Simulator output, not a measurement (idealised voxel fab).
process module | voxel wiring stack
cross-section cut | 260 nm wide | cells 5 nm
A cross-section is a grid of square cells, given in bands from the top down. A band is one or more rows of cells.
Each band's line starts with the height of the band's top and of its bottom, in nm. Then come its materials from left to right, each with its width in nm. One material with "throughout" fills the band from edge to edge. "air" is empty space.
Height 0 is the level under which the wafer as received is all one material. The lowest band goes on downwards, as in "0 down".
A width such as "30 to 40" changes by the same amount from each row of cells to the next, from the band's top row to its bottom row.
"no change" after a step means that no cell of the cross-section changed.
closed voids: empty space of 8 cells or more with no open way to the top, each as width x height at its distance from the left edge, in nm
after a step's settings: what the simulator itself notes on the step
overlay nm, on a step with a mask: how far to the right of its planned place the mask lay; to the left if negative
plan
1 op RECEIVE | material Si
2 op CONFORMAL_DEP | material SiO2 | thk nm 15
3 op CONFORMAL_DEP | material SiN | thk nm 5
4 op DIRECTIONAL_DEP | material SiO2 | thk nm 20
5 op PATTERN | tone open | mask id METAL_1 | material resist | width nm 30 | pitch nm 60 | thk nm 20 | overlay nm 0
6 op DIRECTIONAL_ETCH | etch materials SiO2 | depth nm 20
7 op DIRECTIONAL_ETCH | etch materials SiN | depth nm 5
8 op STRIP | etch materials resist
9 op CONFORMAL_DEP | material TiN | thk nm 5
10 op FILL_DEP | material Cu | thk nm 5
11 op CMP | height nm 40
12 op CONFORMAL_DEP | material SiCN | thk nm 5
13 op DIRECTIONAL_DEP | material lowk | thk nm 30
14 op PATTERN | tone open | mask id METAL_2_HOLES | material resist | width nm 15 | pitch nm 120 | thk nm 20 | overlay nm 0
15 op DIRECTIONAL_ETCH | etch materials lowk | depth nm 30
16 op STRIP | etch materials resist
17 op DIRECTIONAL_DEP | material aC | thk nm 15
18 op PATTERN | tone open | mask id METAL_2 | material resist | width nm 30 | pitch nm 60 | thk nm 35 | overlay nm 0
19 op DIRECTIONAL_ETCH | etch materials aC | depth nm 15
20 op STRIP | etch materials resist
21 op DIRECTIONAL_ETCH | etch materials lowk | depth nm 15
22 op DIRECTIONAL_ETCH | etch materials SiCN | depth nm 5
23 op STRIP | etch materials aC
24 op CONFORMAL_DEP | material TiN | thk nm 5
25 op FILL_DEP | material Cu | thk nm 5
26 op CMP | height nm 75
27 op CONFORMAL_DEP | material SiCN | thk nm 5
28 op DIRECTIONAL_DEP | material SiO2 | thk nm 20
29 op PATTERN | tone open | mask id PLUG_2 | material resist | width nm 15 | pitch nm 60 | thk nm 15 | overlay nm 0
30 op DIRECTIONAL_ETCH | etch materials SiO2 | depth nm 20
31 op DIRECTIONAL_ETCH | etch materials SiCN | depth nm 5
32 op STRIP | etch materials resist
33 op CONFORMAL_DEP | material TiN | thk nm 5
34 op FILL_DEP | material Cu | thk nm 10
35 op CMP | height nm 100
36 op DIRECTIONAL_DEP | material TiN | thk nm 5
37 op DIRECTIONAL_DEP | material W | thk nm 25
38 op MASKED_ETCH | tone cover | mask id METAL_3 | width nm 30 | pitch nm 60 | etch materials W | depth nm 25 | overlay nm 0
39 op MASKED_ETCH | tone cover | mask id METAL_3 | width nm 30 | pitch nm 60 | etch materials TiN | depth nm 5 | overlay nm 0
40 op CONFORMAL_DEP | material SiCN | thk nm 5
41 op FILL_DEP | material SiO2 | thk nm 10
42 op CMP | height nm 130
43 op CONFORMAL_DEP | material SiCN | thk nm 5
44 op DIRECTIONAL_DEP | material lowk | thk nm 20
45 op MASKED_ETCH | tone open | mask id PLUG_3 | width nm 15 | pitch nm 120 | etch materials lowk | depth nm 20 | overlay nm 0
46 op MASKED_ETCH | tone open | mask id PLUG_3 | width nm 15 | pitch nm 120 | etch materials SiCN | depth nm 5 | overlay nm 0
47 op EPI | material Ru | thk nm 10
48 op EPI | material Ru | thk nm 10
49 op EPI | material Ru | thk nm 5
50 op CONFORMAL_DEP | material SiCN | thk nm 5
51 op DIRECTIONAL_DEP | material SiO2 | thk nm 25
52 op PATTERN | tone open | mask id METAL_4 | material resist | width nm 30 | pitch nm 60 | thk nm 20 | overlay nm 0
53 op DIRECTIONAL_ETCH | etch materials SiO2 | depth nm 25
54 op DIRECTIONAL_ETCH | etch materials SiCN | depth nm 5
55 op STRIP | etch materials resist
56 op CONFORMAL_DEP | material TiN | thk nm 5
57 op FILL_DEP | material W | thk nm 5
58 op CMP | height nm 185
59 op EPI | material Ru | thk nm 5
60 op FILL_DEP | material SiCN | thk nm 5
first wafer, as planned
as received, after step 1
  0 down: Si throughout
  closed voids: none
after step 2
  15 to 0: SiO2 throughout
  below 0: unchanged
after step 3
  20 to 15: SiN throughout
  below 15: unchanged
after step 4
  40 to 20: SiO2 throughout
  below 20: unchanged
after step 5
  60 to 40: resist 55 | air 30 | resist 30 | air 30 | resist 30 | air 30 | resist 55
  below 40: unchanged
after step 6
  60 to 40: resist 55 | air 30 | resist 30 | air 30 | resist 30 | air 30 | resist 55
  40 to 20: SiO2 55 | air 30 | SiO2 30 | air 30 | SiO2 30 | air 30 | SiO2 55
  below 20: unchanged
after step 7
  60 to 40: resist 55 | air 30 | resist 30 | air 30 | resist 30 | air 30 | resist 55
  40 to 20: SiO2 55 | air 30 | SiO2 30 | air 30 | SiO2 30 | air 30 | SiO2 55
  20 to 15: SiN 55 | air 30 | SiN 30 | air 30 | SiN 30 | air 30 | SiN 55
  below 15: unchanged
after step 8
  40 to 20: SiO2 55 | air 30 | SiO2 30 | air 30 | SiO2 30 | air 30 | SiO2 55
  below 20: unchanged
after step 9
  45 to 40: TiN 60 | air 20 | TiN 40 | air 20 | TiN 40 | air 20 | TiN 60
  40 to 20: SiO2 55 | TiN 5 | air 20 | TiN 5 | SiO2 30 | TiN 5 | air 20 | TiN 5 | SiO2 30 | TiN 5 | air 20 | TiN 5 | SiO2 55
  20 to 15: SiN 55 | TiN 30 | SiN 30 | TiN 30 | SiN 30 | TiN 30 | SiN 55
  below 15: unchanged
after step 10
  50 to 45: Cu throughout
  45 to 40: TiN 60 | Cu 20 | TiN 40 | Cu 20 | TiN 40 | Cu 20 | TiN 60
  40 to 20: SiO2 55 | TiN 5 | Cu 20 | TiN 5 | SiO2 30 | TiN 5 | Cu 20 | TiN 5 | SiO2 30 | TiN 5 | Cu 20 | TiN 5 | SiO2 55
  below 20: unchanged
after step 11
  40 to 20: SiO2 55 | TiN 5 | Cu 20 | TiN 5 | SiO2 30 | TiN 5 | Cu 20 | TiN 5 | SiO2 30 | TiN 5 | Cu 20 | TiN 5 | SiO2 55
  below 20: unchanged
after step 12
  45 to 40: SiCN throughout
  below 40: unchanged
after step 13
  75 to 45: lowk throughout
  below 45: unchanged
after step 14
  95 to 75: resist 55 | air 15 | resist 105 | air 15 | resist 70
  below 75: unchanged
after step 15
  95 to 75: resist 55 | air 15 | resist 105 | air 15 | resist 70
  75 to 45: lowk 55 | air 15 | lowk 105 | air 15 | lowk 70
  below 45: unchanged
after step 16
  75 to 45: lowk 55 | air 15 | lowk 105 | air 15 | lowk 70
  below 45: unchanged
after step 17
  90 to 75: aC 55 | air 15 | aC 105 | air 15 | aC 70
  75 to 60: lowk 55 | air 15 | lowk 105 | air 15 | lowk 70
  60 to 45: lowk 55 | aC 15 | lowk 105 | aC 15 | lowk 70
  below 45: unchanged
after step 18
  125 to 90: resist 55 | air 30 | resist 30 | air 30 | resist 30 | air 30 | resist 55
  below 90: unchanged
after step 19
  110 to 90: resist 55 | air 30 | resist 30 | air 30 | resist 30 | air 30 | resist 55
  90 to 75: aC 55 | air 30 | aC 30 | air 30 | aC 30 | air 30 | aC 55
  75 to 45: lowk 55 | air 15 | lowk 105 | air 15 | lowk 70
  below 45: unchanged
after step 20
  90 to 75: aC 55 | air 30 | aC 30 | air 30 | aC 30 | air 30 | aC 55
  below 75: unchanged
after step 21
  90 to 75: aC 55 | air 30 | aC 30 | air 30 | aC 30 | air 30 | aC 55
  75 to 60: lowk 55 | air 30 | lowk 30 | air 30 | lowk 30 | air 30 | lowk 55
  below 60: unchanged
after step 22
  90 to 75: aC 55 | air 30 | aC 30 | air 30 | aC 30 | air 30 | aC 55
  75 to 60: lowk 55 | air 30 | lowk 30 | air 30 | lowk 30 | air 30 | lowk 55
  60 to 45: lowk 55 | air 15 | lowk 105 | air 15 | lowk 70
  45 to 40: SiCN 55 | air 15 | SiCN 105 | air 15 | SiCN 70
  below 40: unchanged
after step 23
  75 to 60: lowk 55 | air 30 | lowk 30 | air 30 | lowk 30 | air 30 | lowk 55
  below 60: unchanged
after step 24
  80 to 75: TiN 60 | air 20 | TiN 40 | air 20 | TiN 40 | air 20 | TiN 60
  75 to 65: lowk 55 | TiN 5 | air 20 | TiN 5 | lowk 30 | TiN 5 | air 20 | TiN 5 | lowk 30 | TiN 5 | air 20 | TiN 5 | lowk 55
  65 to 60: lowk 55 | TiN 5 | air 5 | TiN 20 | lowk 30 | TiN 30 | lowk 30 | TiN 5 | air 5 | TiN 20 | lowk 55
  60 to 45: lowk 55 | TiN 5 | air 5 | TiN 5 | lowk 105 | TiN 5 | air 5 | TiN 5 | lowk 70
  45 to 40: SiCN 55 | TiN 15 | SiCN 105 | TiN 15 | SiCN 70
  below 40: unchanged
after step 25
  85 to 80: Cu throughout
  80 to 75: TiN 60 | Cu 20 | TiN 40 | Cu 20 | TiN 40 | Cu 20 | TiN 60
  75 to 65: lowk 55 | TiN 5 | Cu 20 | TiN 5 | lowk 30 | TiN 5 | Cu 20 | TiN 5 | lowk 30 | TiN 5 | Cu 20 | TiN 5 | lowk 55
  65 to 60: lowk 55 | TiN 5 | Cu 5 | TiN 20 | lowk 30 | TiN 30 | lowk 30 | TiN 5 | Cu 5 | TiN 20 | lowk 55
  60 to 45: lowk 55 | TiN 5 | Cu 5 | TiN 5 | lowk 105 | TiN 5 | Cu 5 | TiN 5 | lowk 70
  below 45: unchanged
after step 26
  75 to 65: lowk 55 | TiN 5 | Cu 20 | TiN 5 | lowk 30 | TiN 5 | Cu 20 | TiN 5 | lowk 30 | TiN 5 | Cu 20 | TiN 5 | lowk 55
  below 65: unchanged
after step 27
  80 to 75: SiCN throughout
  below 75: unchanged
after step 28
  100 to 80: SiO2 throughout
  below 80: unchanged
after step 29
  115 to 100: resist 55 | air 15 | resist 45 | air 15 | resist 45 | air 15 | resist 70
  below 100: unchanged
after step 30
  115 to 100: resist 55 | air 15 | resist 45 | air 15 | resist 45 | air 15 | resist 70
  100 to 80: SiO2 55 | air 15 | SiO2 45 | air 15 | SiO2 45 | air 15 | SiO2 70
  below 80: unchanged
after step 31
  115 to 100: resist 55 | air 15 | resist 45 | air 15 | resist 45 | air 15 | resist 70
  100 to 80: SiO2 55 | air 15 | SiO2 45 | air 15 | SiO2 45 | air 15 | SiO2 70
  80 to 75: SiCN 55 | air 15 | SiCN 45 | air 15 | SiCN 45 | air 15 | SiCN 70
  below 75: unchanged
after step 32
  100 to 80: SiO2 55 | air 15 | SiO2 45 | air 15 | SiO2 45 | air 15 | SiO2 70
  below 80: unchanged
after step 33
  105 to 100: TiN 60 | air 5 | TiN 55 | air 5 | TiN 55 | air 5 | TiN 75
  100 to 80: SiO2 55 | TiN 5 | air 5 | TiN 5 | SiO2 45 | TiN 5 | air 5 | TiN 5 | SiO2 45 | TiN 5 | air 5 | TiN 5 | SiO2 70
  80 to 75: SiCN 55 | TiN 15 | SiCN 45 | TiN 15 | SiCN 45 | TiN 15 | SiCN 70
  below 75: unchanged
after step 34
  115 to 105: Cu throughout
  105 to 100: TiN 60 | Cu 5 | TiN 55 | Cu 5 | TiN 55 | Cu 5 | TiN 75
  100 to 80: SiO2 55 | TiN 5 | Cu 5 | TiN 5 | SiO2 45 | TiN 5 | Cu 5 | TiN 5 | SiO2 45 | TiN 5 | Cu 5 | TiN 5 | SiO2 70
  below 80: unchanged
after step 35
  100 to 80: SiO2 55 | TiN 5 | Cu 5 | TiN 5 | SiO2 45 | TiN 5 | Cu 5 | TiN 5 | SiO2 45 | TiN 5 | Cu 5 | TiN 5 | SiO2 70
  below 80: unchanged
after step 36
  105 to 100: TiN throughout
  below 100: unchanged
after step 37
  130 to 105: W throughout
  below 105: unchanged
after step 38
  130 to 105: air 55 | W 30 | air 30 | W 30 | air 30 | W 30 | air 55
  below 105: unchanged
after step 39
  130 to 105: air 55 | W 30 | air 30 | W 30 | air 30 | W 30 | air 55
  105 to 100: air 55 | TiN 30 | air 30 | TiN 30 | air 30 | TiN 30 | air 55
  below 100: unchanged
after step 40
  135 to 130: air 50 | SiCN 40 | air 20 | SiCN 40 | air 20 | SiCN 40 | air 50
  130 to 105: air 50 | SiCN 5 | W 30 | SiCN 5 | air 20 | SiCN 5 | W 30 | SiCN 5 | air 20 | SiCN 5 | W 30 | SiCN 5 | air 50
  105 to 100: SiCN 55 | TiN 30 | SiCN 30 | TiN 30 | SiCN 30 | TiN 30 | SiCN 55
  below 100: unchanged
after step 41
  145 to 135: SiO2 throughout
  135 to 130: SiO2 50 | SiCN 40 | SiO2 20 | SiCN 40 | SiO2 20 | SiCN 40 | SiO2 50
  130 to 105: SiO2 50 | SiCN 5 | W 30 | SiCN 5 | SiO2 20 | SiCN 5 | W 30 | SiCN 5 | SiO2 20 | SiCN 5 | W 30 | SiCN 5 | SiO2 50
  below 105: unchanged
after step 42
  130 to 105: SiO2 50 | SiCN 5 | W 30 | SiCN 5 | SiO2 20 | SiCN 5 | W 30 | SiCN 5 | SiO2 20 | SiCN 5 | W 30 | SiCN 5 | SiO2 50
  below 105: unchanged
after step 43
  135 to 130: SiCN throughout
  below 130: unchanged
after step 44
  155 to 135: lowk throughout
  below 135: unchanged
after step 45
  155 to 135: lowk 55 | air 15 | lowk 105 | air 15 | lowk 70
  below 135: unchanged
after step 46
  155 to 135: lowk 55 | air 15 | lowk 105 | air 15 | lowk 70
  135 to 130: SiCN 55 | air 15 | SiCN 105 | air 15 | SiCN 70
  below 130: unchanged
after step 47
  155 to 140: lowk 55 | air 15 | lowk 105 | air 15 | lowk 70
  140 to 135: lowk 55 | Ru 15 | lowk 105 | Ru 15 | lowk 70
  135 to 130: SiCN 55 | Ru 15 | SiCN 105 | Ru 15 | SiCN 70
  below 130: unchanged
after step 48
  155 to 150: lowk 55 | air 15 | lowk 105 | air 15 | lowk 70
  150 to 135: lowk 55 | Ru 15 | lowk 105 | Ru 15 | lowk 70
  below 135: unchanged
after step 49
  155 to 135: lowk 55 | Ru 15 | lowk 105 | Ru 15 | lowk 70
  below 135: unchanged
after step 50
  160 to 155: SiCN throughout
  below 155: unchanged
after step 51
  185 to 160: SiO2 throughout
  below 160: unchanged
after step 52
  205 to 185: resist 55 | air 30 | resist 30 | air 30 | resist 30 | air 30 | resist 55
  below 185: unchanged
after step 53
  205 to 185: resist 55 | air 30 | resist 30 | air 30 | resist 30 | air 30 | resist 55
  185 to 160: SiO2 55 | air 30 | SiO2 30 | air 30 | SiO2 30 | air 30 | SiO2 55
  below 160: unchanged
after step 54
  205 to 185: resist 55 | air 30 | resist 30 | air 30 | resist 30 | air 30 | resist 55
  185 to 160: SiO2 55 | air 30 | SiO2 30 | air 30 | SiO2 30 | air 30 | SiO2 55
  160 to 155: SiCN 55 | air 30 | SiCN 30 | air 30 | SiCN 30 | air 30 | SiCN 55
  below 155: unchanged
after step 55
  185 to 160: SiO2 55 | air 30 | SiO2 30 | air 30 | SiO2 30 | air 30 | SiO2 55
  below 160: unchanged
after step 56
  190 to 185: TiN 60 | air 20 | TiN 40 | air 20 | TiN 40 | air 20 | TiN 60
  185 to 160: SiO2 55 | TiN 5 | air 20 | TiN 5 | SiO2 30 | TiN 5 | air 20 | TiN 5 | SiO2 30 | TiN 5 | air 20 | TiN 5 | SiO2 55
  160 to 155: SiCN 55 | TiN 30 | SiCN 30 | TiN 30 | SiCN 30 | TiN 30 | SiCN 55
  below 155: unchanged
after step 57
  195 to 190: W throughout
  190 to 185: TiN 60 | W 20 | TiN 40 | W 20 | TiN 40 | W 20 | TiN 60
  185 to 160: SiO2 55 | TiN 5 | W 20 | TiN 5 | SiO2 30 | TiN 5 | W 20 | TiN 5 | SiO2 30 | TiN 5 | W 20 | TiN 5 | SiO2 55
  below 160: unchanged
after step 58
  185 to 160: SiO2 55 | TiN 5 | W 20 | TiN 5 | SiO2 30 | TiN 5 | W 20 | TiN 5 | SiO2 30 | TiN 5 | W 20 | TiN 5 | SiO2 55
  below 160: unchanged
after step 59
  190 to 185: air 50 | Ru 40 | air 20 | Ru 40 | air 20 | Ru 40 | air 50
  below 185: unchanged
after step 60
  195 to 190: SiCN throughout
  190 to 185: SiCN 50 | Ru 40 | SiCN 20 | Ru 40 | SiCN 20 | Ru 40 | SiCN 50
  below 185: unchanged
second wafer: like start, like plan, one mistake. Through step 1 it matches the first wafer
when step 2 should have ended
  15 to 0: lowk throughout
  below 0: unchanged
when step 3 should have ended
  20 to 15: SiN throughout
  below 15: unchanged
when step 4 should have ended
  40 to 20: SiO2 throughout
  below 20: unchanged
when step 5 should have ended
  60 to 40: resist 55 | air 30 | resist 30 | air 30 | resist 30 | air 30 | resist 55
  below 40: unchanged
when step 6 should have ended
  60 to 40: resist 55 | air 30 | resist 30 | air 30 | resist 30 | air 30 | resist 55
  40 to 20: SiO2 55 | air 30 | SiO2 30 | air 30 | SiO2 30 | air 30 | SiO2 55
  below 20: unchanged
when step 7 should have ended
  60 to 40: resist 55 | air 30 | resist 30 | air 30 | resist 30 | air 30 | resist 55
  40 to 20: SiO2 55 | air 30 | SiO2 30 | air 30 | SiO2 30 | air 30 | SiO2 55
  20 to 15: SiN 55 | air 30 | SiN 30 | air 30 | SiN 30 | air 30 | SiN 55
  below 15: unchanged
when step 8 should have ended
  40 to 20: SiO2 55 | air 30 | SiO2 30 | air 30 | SiO2 30 | air 30 | SiO2 55
  below 20: unchanged
when step 9 should have ended
  45 to 40: TiN 60 | air 20 | TiN 40 | air 20 | TiN 40 | air 20 | TiN 60
  40 to 20: SiO2 55 | TiN 5 | air 20 | TiN 5 | SiO2 30 | TiN 5 | air 20 | TiN 5 | SiO2 30 | TiN 5 | air 20 | TiN 5 | SiO2 55
  20 to 15: SiN 55 | TiN 30 | SiN 30 | TiN 30 | SiN 30 | TiN 30 | SiN 55
  below 15: unchanged
when step 10 should have ended
  50 to 45: Cu throughout
  45 to 40: TiN 60 | Cu 20 | TiN 40 | Cu 20 | TiN 40 | Cu 20 | TiN 60
  40 to 20: SiO2 55 | TiN 5 | Cu 20 | TiN 5 | SiO2 30 | TiN 5 | Cu 20 | TiN 5 | SiO2 30 | TiN 5 | Cu 20 | TiN 5 | SiO2 55
  below 20: unchanged
when step 11 should have ended
  40 to 20: SiO2 55 | TiN 5 | Cu 20 | TiN 5 | SiO2 30 | TiN 5 | Cu 20 | TiN 5 | SiO2 30 | TiN 5 | Cu 20 | TiN 5 | SiO2 55
  below 20: unchanged
when step 12 should have ended
  45 to 40: SiCN throughout
  below 40: unchanged
when step 13 should have ended
  75 to 45: lowk throughout
  below 45: unchanged
when step 14 should have ended
  95 to 75: resist 55 | air 15 | resist 105 | air 15 | resist 70
  below 75: unchanged
when step 15 should have ended
  95 to 75: resist 55 | air 15 | resist 105 | air 15 | resist 70
  75 to 45: lowk 55 | air 15 | lowk 105 | air 15 | lowk 70
  below 45: unchanged
when step 16 should have ended
  75 to 45: lowk 55 | air 15 | lowk 105 | air 15 | lowk 70
  below 45: unchanged
when step 17 should have ended
  90 to 75: aC 55 | air 15 | aC 105 | air 15 | aC 70
  75 to 60: lowk 55 | air 15 | lowk 105 | air 15 | lowk 70
  60 to 45: lowk 55 | aC 15 | lowk 105 | aC 15 | lowk 70
  below 45: unchanged
when step 18 should have ended
  125 to 90: resist 55 | air 30 | resist 30 | air 30 | resist 30 | air 30 | resist 55
  below 90: unchanged
when step 19 should have ended
  110 to 90: resist 55 | air 30 | resist 30 | air 30 | resist 30 | air 30 | resist 55
  90 to 75: aC 55 | air 30 | aC 30 | air 30 | aC 30 | air 30 | aC 55
  75 to 45: lowk 55 | air 15 | lowk 105 | air 15 | lowk 70
  below 45: unchanged
when step 20 should have ended
  90 to 75: aC 55 | air 30 | aC 30 | air 30 | aC 30 | air 30 | aC 55
  below 75: unchanged
when step 21 should have ended
  90 to 75: aC 55 | air 30 | aC 30 | air 30 | aC 30 | air 30 | aC 55
  75 to 60: lowk 55 | air 30 | lowk 30 | air 30 | lowk 30 | air 30 | lowk 55
  below 60: unchanged
when step 22 should have ended
  90 to 75: aC 55 | air 30 | aC 30 | air 30 | aC 30 | air 30 | aC 55
  75 to 60: lowk 55 | air 30 | lowk 30 | air 30 | lowk 30 | air 30 | lowk 55
  60 to 45: lowk 55 | air 15 | lowk 105 | air 15 | lowk 70
  45 to 40: SiCN 55 | air 15 | SiCN 105 | air 15 | SiCN 70
  below 40: unchanged
when step 23 should have ended
  75 to 60: lowk 55 | air 30 | lowk 30 | air 30 | lowk 30 | air 30 | lowk 55
  below 60: unchanged
when step 24 should have ended
  80 to 75: TiN 60 | air 20 | TiN 40 | air 20 | TiN 40 | air 20 | TiN 60
  75 to 65: lowk 55 | TiN 5 | air 20 | TiN 5 | lowk 30 | TiN 5 | air 20 | TiN 5 | lowk 30 | TiN 5 | air 20 | TiN 5 | lowk 55
  65 to 60: lowk 55 | TiN 5 | air 5 | TiN 20 | lowk 30 | TiN 30 | lowk 30 | TiN 5 | air 5 | TiN 20 | lowk 55
  60 to 45: lowk 55 | TiN 5 | air 5 | TiN 5 | lowk 105 | TiN 5 | air 5 | TiN 5 | lowk 70
  45 to 40: SiCN 55 | TiN 15 | SiCN 105 | TiN 15 | SiCN 70
  below 40: unchanged
when step 25 should have ended
  85 to 80: Cu throughout
  80 to 75: TiN 60 | Cu 20 | TiN 40 | Cu 20 | TiN 40 | Cu 20 | TiN 60
  75 to 65: lowk 55 | TiN 5 | Cu 20 | TiN 5 | lowk 30 | TiN 5 | Cu 20 | TiN 5 | lowk 30 | TiN 5 | Cu 20 | TiN 5 | lowk 55
  65 to 60: lowk 55 | TiN 5 | Cu 5 | TiN 20 | lowk 30 | TiN 30 | lowk 30 | TiN 5 | Cu 5 | TiN 20 | lowk 55
  60 to 45: lowk 55 | TiN 5 | Cu 5 | TiN 5 | lowk 105 | TiN 5 | Cu 5 | TiN 5 | lowk 70
  below 45: unchanged
when step 26 should have ended
  75 to 65: lowk 55 | TiN 5 | Cu 20 | TiN 5 | lowk 30 | TiN 5 | Cu 20 | TiN 5 | lowk 30 | TiN 5 | Cu 20 | TiN 5 | lowk 55
  below 65: unchanged
when step 27 should have ended
  80 to 75: SiCN throughout
  below 75: unchanged
when step 28 should have ended
  100 to 80: SiO2 throughout
  below 80: unchanged
when step 29 should have ended
  115 to 100: resist 55 | air 15 | resist 45 | air 15 | resist 45 | air 15 | resist 70
  below 100: unchanged
when step 30 should have ended
  115 to 100: resist 55 | air 15 | resist 45 | air 15 | resist 45 | air 15 | resist 70
  100 to 80: SiO2 55 | air 15 | SiO2 45 | air 15 | SiO2 45 | air 15 | SiO2 70
  below 80: unchanged
when step 31 should have ended
  115 to 100: resist 55 | air 15 | resist 45 | air 15 | resist 45 | air 15 | resist 70
  100 to 80: SiO2 55 | air 15 | SiO2 45 | air 15 | SiO2 45 | air 15 | SiO2 70
  80 to 75: SiCN 55 | air 15 | SiCN 45 | air 15 | SiCN 45 | air 15 | SiCN 70
  below 75: unchanged
when step 32 should have ended
  100 to 80: SiO2 55 | air 15 | SiO2 45 | air 15 | SiO2 45 | air 15 | SiO2 70
  below 80: unchanged
when step 33 should have ended
  105 to 100: TiN 60 | air 5 | TiN 55 | air 5 | TiN 55 | air 5 | TiN 75
  100 to 80: SiO2 55 | TiN 5 | air 5 | TiN 5 | SiO2 45 | TiN 5 | air 5 | TiN 5 | SiO2 45 | TiN 5 | air 5 | TiN 5 | SiO2 70
  80 to 75: SiCN 55 | TiN 15 | SiCN 45 | TiN 15 | SiCN 45 | TiN 15 | SiCN 70
  below 75: unchanged
when step 34 should have ended
  115 to 105: Cu throughout
  105 to 100: TiN 60 | Cu 5 | TiN 55 | Cu 5 | TiN 55 | Cu 5 | TiN 75
  100 to 80: SiO2 55 | TiN 5 | Cu 5 | TiN 5 | SiO2 45 | TiN 5 | Cu 5 | TiN 5 | SiO2 45 | TiN 5 | Cu 5 | TiN 5 | SiO2 70
  below 80: unchanged
when step 35 should have ended
  100 to 80: SiO2 55 | TiN 5 | Cu 5 | TiN 5 | SiO2 45 | TiN 5 | Cu 5 | TiN 5 | SiO2 45 | TiN 5 | Cu 5 | TiN 5 | SiO2 70
  below 80: unchanged
when step 36 should have ended
  105 to 100: TiN throughout
  below 100: unchanged
when step 37 should have ended
  130 to 105: W throughout
  below 105: unchanged
when step 38 should have ended
  130 to 105: air 55 | W 30 | air 30 | W 30 | air 30 | W 30 | air 55
  below 105: unchanged
when step 39 should have ended
  130 to 105: air 55 | W 30 | air 30 | W 30 | air 30 | W 30 | air 55
  105 to 100: air 55 | TiN 30 | air 30 | TiN 30 | air 30 | TiN 30 | air 55
  below 100: unchanged
when step 40 should have ended
  135 to 130: air 50 | SiCN 40 | air 20 | SiCN 40 | air 20 | SiCN 40 | air 50
  130 to 105: air 50 | SiCN 5 | W 30 | SiCN 5 | air 20 | SiCN 5 | W 30 | SiCN 5 | air 20 | SiCN 5 | W 30 | SiCN 5 | air 50
  105 to 100: SiCN 55 | TiN 30 | SiCN 30 | TiN 30 | SiCN 30 | TiN 30 | SiCN 55
  below 100: unchanged
when step 41 should have ended
  145 to 135: SiO2 throughout
  135 to 130: SiO2 50 | SiCN 40 | SiO2 20 | SiCN 40 | SiO2 20 | SiCN 40 | SiO2 50
  130 to 105: SiO2 50 | SiCN 5 | W 30 | SiCN 5 | SiO2 20 | SiCN 5 | W 30 | SiCN 5 | SiO2 20 | SiCN 5 | W 30 | SiCN 5 | SiO2 50
  below 105: unchanged
when step 42 should have ended
  130 to 105: SiO2 50 | SiCN 5 | W 30 | SiCN 5 | SiO2 20 | SiCN 5 | W 30 | SiCN 5 | SiO2 20 | SiCN 5 | W 30 | SiCN 5 | SiO2 50
  below 105: unchanged
when step 43 should have ended
  135 to 130: SiCN throughout
  below 130: unchanged
when step 44 should have ended
  155 to 135: lowk throughout
  below 135: unchanged
when step 45 should have ended
  155 to 135: lowk 55 | air 15 | lowk 105 | air 15 | lowk 70
  below 135: unchanged
when step 46 should have ended
  155 to 135: lowk 55 | air 15 | lowk 105 | air 15 | lowk 70
  135 to 130: SiCN 55 | air 15 | SiCN 105 | air 15 | SiCN 70
  below 130: unchanged
when step 47 should have ended
  155 to 140: lowk 55 | air 15 | lowk 105 | air 15 | lowk 70
  140 to 135: lowk 55 | Ru 15 | lowk 105 | Ru 15 | lowk 70
  135 to 130: SiCN 55 | Ru 15 | SiCN 105 | Ru 15 | SiCN 70
  below 130: unchanged
when step 48 should have ended
  155 to 150: lowk 55 | air 15 | lowk 105 | air 15 | lowk 70
  150 to 135: lowk 55 | Ru 15 | lowk 105 | Ru 15 | lowk 70
  below 135: unchanged
when step 49 should have ended
  155 to 135: lowk 55 | Ru 15 | lowk 105 | Ru 15 | lowk 70
  below 135: unchanged
when step 50 should have ended
  160 to 155: SiCN throughout
  below 155: unchanged
when step 51 should have ended
  185 to 160: SiO2 throughout
  below 160: unchanged
when step 52 should have ended
  205 to 185: resist 55 | air 30 | resist 30 | air 30 | resist 30 | air 30 | resist 55
  below 185: unchanged
when step 53 should have ended
  205 to 185: resist 55 | air 30 | resist 30 | air 30 | resist 30 | air 30 | resist 55
  185 to 160: SiO2 55 | air 30 | SiO2 30 | air 30 | SiO2 30 | air 30 | SiO2 55
  below 160: unchanged
when step 54 should have ended
  205 to 185: resist 55 | air 30 | resist 30 | air 30 | resist 30 | air 30 | resist 55
  185 to 160: SiO2 55 | air 30 | SiO2 30 | air 30 | SiO2 30 | air 30 | SiO2 55
  160 to 155: SiCN 55 | air 30 | SiCN 30 | air 30 | SiCN 30 | air 30 | SiCN 55
  below 155: unchanged
when step 55 should have ended
  185 to 160: SiO2 55 | air 30 | SiO2 30 | air 30 | SiO2 30 | air 30 | SiO2 55
  below 160: unchanged
when step 56 should have ended
  190 to 185: TiN 60 | air 20 | TiN 40 | air 20 | TiN 40 | air 20 | TiN 60
  185 to 160: SiO2 55 | TiN 5 | air 20 | TiN 5 | SiO2 30 | TiN 5 | air 20 | TiN 5 | SiO2 30 | TiN 5 | air 20 | TiN 5 | SiO2 55
  160 to 155: SiCN 55 | TiN 30 | SiCN 30 | TiN 30 | SiCN 30 | TiN 30 | SiCN 55
  below 155: unchanged
when step 57 should have ended
  195 to 190: W throughout
  190 to 185: TiN 60 | W 20 | TiN 40 | W 20 | TiN 40 | W 20 | TiN 60
  185 to 160: SiO2 55 | TiN 5 | W 20 | TiN 5 | SiO2 30 | TiN 5 | W 20 | TiN 5 | SiO2 30 | TiN 5 | W 20 | TiN 5 | SiO2 55
  below 160: unchanged
when step 58 should have ended
  185 to 160: SiO2 55 | TiN 5 | W 20 | TiN 5 | SiO2 30 | TiN 5 | W 20 | TiN 5 | SiO2 30 | TiN 5 | W 20 | TiN 5 | SiO2 55
  below 160: unchanged
when step 59 should have ended
  190 to 185: air 50 | Ru 40 | air 20 | Ru 40 | air 20 | Ru 40 | air 50
  below 185: unchanged
when step 60 should have ended
  195 to 190: SiCN throughout
  190 to 185: SiCN 50 | Ru 40 | SiCN 20 | Ru 40 | SiCN 20 | Ru 40 | SiCN 50
  below 185: unchanged
what went wrong: step 2 ran as: op CONFORMAL_DEP | material lowk | thk nm 15
at the end the second wafer has, in cells: 156 fewer of SiO2 | 156 more of lowk
